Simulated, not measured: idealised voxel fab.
Process module, titled voxel self aligned contacts
The figure presents cross-section cut, which has a width of 230 nm and is divided into square cells with an edge length of 5 nm.
Heads up, the way a cross-section reads in here is a grid of square cells, handed over as bands from the top down, with every band being one or more rows of cells. Band: top and bottom heights (nm) first, top before bottom; then materials from left to right, widths in nm. "all across" marks a sole material filling the band edge to edge. "air" denotes empty space. Convention: height 0 is the level below which the wafer, as received, is all one material. The lowest band does not terminate at the bottom but continues downward, represented as "top 0, no bottom". A width given as "30 to 40" starts at the first number in the band's top row and ends at the second number in its bottom row, shifting by an equal amount at every step from row to row. "changes: none" means the step left every cell of the cross-section as it was. This entry, "Closed void catalog", enumerates those empty regions of no fewer than 8 cells that possess no open connection to the top. Each region is reported in the form width x height at distance, the distance being taken from the left edge, with all three quantities expressed in nm. The remark found on a step's line after its settings is issued by the simulator itself and pertains to that step. What "overlay nm" on a step's line means: if the step has a mask, that mask lay this far to the right of its planned place, or, when the value is negative, to the left.
[Steps planned for the process]
1 RECEIVE | material Si
2 OXIDIZE | depth nm 5
3 DIRECTIONAL_DEP | material polySi | thk nm 30
4 DIRECTIONAL_DEP | material SiN | thk nm 20
5 DIRECTIONAL_DEP | material aC | thk nm 15
6 PATTERN | tone cover | mask id GATE | material resist | width nm 25 | pitch nm 50 | thk nm 30 | overlay nm 0
7 DIRECTIONAL_ETCH | etch materials aC | depth nm 15
8 STRIP | etch materials resist
9 DIRECTIONAL_ETCH | etch materials SiN | depth nm 20
10 DIRECTIONAL_ETCH | etch materials polySi | depth nm 30
11 STRIP | etch materials aC
12 CONFORMAL_DEP | material SiN | thk nm 5
13 DIRECTIONAL_ETCH | etch materials SiN | depth nm 5
14 FILL_DEP | material SiO2 | thk nm 20
15 CMP | height nm 60
16 PATTERN | tone open | mask id CONTACT | material resist | width nm 35 | thk nm 15 | overlay nm 0
17 DIRECTIONAL_ETCH | etch materials SiO2 | depth nm 65
18 STRIP | etch materials resist
19 CONFORMAL_DEP | material TiN | thk nm 5
20 FILL_DEP | material Ru | thk nm 5
21 CMP | height nm 60
22 CONFORMAL_DEP | material SiCN | thk nm 5
[Wafer cross-section on receipt, i.e. after step 1]
	top 0, no bottom: Si all across
	Closed void catalog: none
[Wafer cross-section at end of module: start and plan as shown above, one execution error]
	top 65, bottom 60: SiCN all across
	top 60, bottom 50: SiO2 (95) | TiN (5 to 15) | Ru (25 to 5) | TiN (5 to 15) | SiO2 (100)
	top 50, bottom 30: SiO2 (70) | SiN (35) | TiN (5) | Ru (5) | TiN (5) | SiN (35) | SiO2 (75)
	top 30, bottom 10: SiO2 (70) | SiN (5) | polySi (25) | SiN (5) | TiN (5) | Ru (5) | TiN (5) | SiN (5) | polySi (25) | SiN (5) | SiO2 (75)
	top 10, bottom 5: SiO2 (70) | SiN (5) | polySi (25) | SiN (5) | TiN (15) | SiN (5) | polySi (25) | SiN (5) | SiO2 (75)
	top 5, bottom 0: SiN (75) | polySi (25) | SiN (25) | polySi (25) | SiN (80)
	top 0, bottom -5: SiO2 all across
	top -5, no bottom: Si all across
	Closed void catalog: none
What was the processing mistake? the run placed steps 12 and 13 each in the position the plan gave to the other
